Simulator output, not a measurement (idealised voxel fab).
Documented hereafter: the process module known as voxel fin reveal.
Cross-section cut: width 185 nm, square cells of 5 nm.
In what follows, cross-sections appear as grids of square cells, described through bands that run from the top down, where every band is one or more rows of cells. First you get the band's top height and its bottom height, in nm, and then the materials it's made of, left to right, with each width in nm. If you see a single material with "everywhere", that one covers the band edge to edge. "air" is empty space. Heights are reckoned from 0. Under this level, the received wafer is all of one material. The bottommost band is open-ended downward, for example "top 0, no bottom". So if you see something like "30 to 40" for the width, read it as the top row of the band sitting at the first number and the bottom row at the second, with every row in between moving by the same amount as the last. "same as before" (step): cross-section cells unchanged, all of them. The label "Cavities, sealed" introduces a list of the empty spaces, 8 cells or larger, that have no open way up to the top; each entry in it reads width x height at distance, where the distance is taken from the left edge and all three are stated in nm. Anything after a step's settings on that line? It's the simulator's own note about the step. For masked steps, "overlay nm" on the step line gives how far right of plan the mask actually lay; a minus sign means it lay to the left.

Here's what the planned process steps look like
1,RECEIVE [material Si]
2,CONFORMAL_DEP [material SiN] [thk nm 10]
3,PATTERN [tone cover] [mask id FINS] [material resist] [width nm 15] [pitch nm 40] [thk nm 20] [overlay nm 0]
4,DIRECTIONAL_ETCH [etch materials SiN] [depth nm 10]
5,DIRECTIONAL_ETCH [etch materials Si] [depth nm 35]
6,STRIP [etch materials resist]
7,OXIDIZE [depth nm 5]
8,FILL_DEP [material SiO2] [thk nm 10]
9,CMP [height nm 10]
10,SELECTIVE_ETCH [etch materials SiO2] [depth nm 30]
11,STRIP [etch materials SiN]
12,CONFORMAL_DEP [material HfO2] [thk nm 5]

Wafer as received: cross-section following step 1
top 0, no bottom  Si everywhere
Cavities, sealed: none

End state of the module in cross-section, given the above starting point and plan and one mistake in execution
top 5, bottom 0  65 nm HfO2  15 nm air  25 nm HfO2  15 nm air  65 nm HfO2
top 0, bottom -15  60 nm Si  5 nm HfO2  15 nm air  5 nm HfO2  15 nm Si  5 nm HfO2  15 nm air  5 nm HfO2  60 nm Si
top -15, bottom -20  60 nm Si  25 nm HfO2  15 nm Si  25 nm HfO2  60 nm Si
top -20, bottom -40  60 nm Si  25 nm SiO2  15 nm Si  25 nm SiO2  60 nm Si
top -40, no bottom  Si everywhere
Cavities, sealed: none
Diagnosis: in deviation from the planned setting, step 3 was conducted as PATTERN [tone open] [mask id FINS] [material resist] [width nm 15] [pitch nm 40] [thk nm 20] [overlay nm 0]
